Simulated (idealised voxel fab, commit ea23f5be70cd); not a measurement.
The document below concerns the process module designated voxel double patterning.
The figure presents cross-section cut, which has a width of 230 nm and is divided into square cells with an edge length of 5 nm.
Just so we're on the same page, the cross-sections are grids of square cells, and they're listed out in bands top to bottom, each band one or more rows deep. A band entry consists of two parts. The first gives the height of the band's top and the height of its bottom, in nm. The rest lists the band's materials from left to right, each with its width in nm. A single material labelled with the word "all across" fills the band from edge to edge, and the word "blank" marks empty space. All heights in this document are referenced to 0, defined as the level beneath which the wafer, as received, consists entirely of one material. The lowest band is not bounded below; it extends indefinitely downward and is written in the form "from 0 down". The notation "30 to 40" denotes a width that varies across the rows of cells in the band, beginning at the first number in the top row, finishing at the second number in the bottom row, and changing by an identical amount from each row to the next. Step marked "left unchanged"? Then no cell in the cross-section changed in it. "Completely enclosed voids" lists enclosed empty spaces (at least 8 cells, no open path upward to the top), each as width x height at distance from the left edge, in nm. On each step's line, the part that comes after the settings is the simulator's own comment on the step. overlay nm: mask right of planned place by this much (step with mask). Neg. = left.

[plan]
1. RECEIVE,material Si
2. CONFORMAL_DEP,material SiO2,thk nm 5
3. DIRECTIONAL_DEP,material TiN,thk nm 10
4. DIRECTIONAL_DEP,material SiN,thk nm 5
5. MASKED_ETCH,tone open,mask id FIRST,width nm 15,pitch nm 50,etch materials SiN,depth nm 5,overlay nm 0
6. MASKED_ETCH,tone open,mask id SECOND,width nm 15,etch materials SiN,depth nm 5,overlay nm 0
7. DIRECTIONAL_ETCH,etch materials TiN,depth nm 10
8. STRIP,etch materials SiN

[So this is the incoming wafer in cross-section - it's already been through step 1]
from 0 down | Si all across
Completely enclosed voids: none

[Cross-section taken at module completion on the first of two wafers; processed per the plan]
from 15 to 5 | TiN 80 / blank 15 / TiN 10 / blank 15 / TiN 10 / blank 15 / TiN 85
from 5 to 0 | SiO2 all across
from 0 down | Si all across
Completely enclosed voids: none

[Cross-section at end of module for the second wafer of two, which matched the first in starting point and plan and differed by one mistake in its processing]
from 15 to 10 | SiO2 all across
from 10 to 0 | TiN all across
from 0 down | Si all across
Completely enclosed voids: none
The plan and the run diverged here: the executed order of steps 2 and 3 is the reverse of that specified in the plan, each step having taken the other's position
At the finish, the second wafer shows more or fewer cells for some materials than the first does: +18 TiN
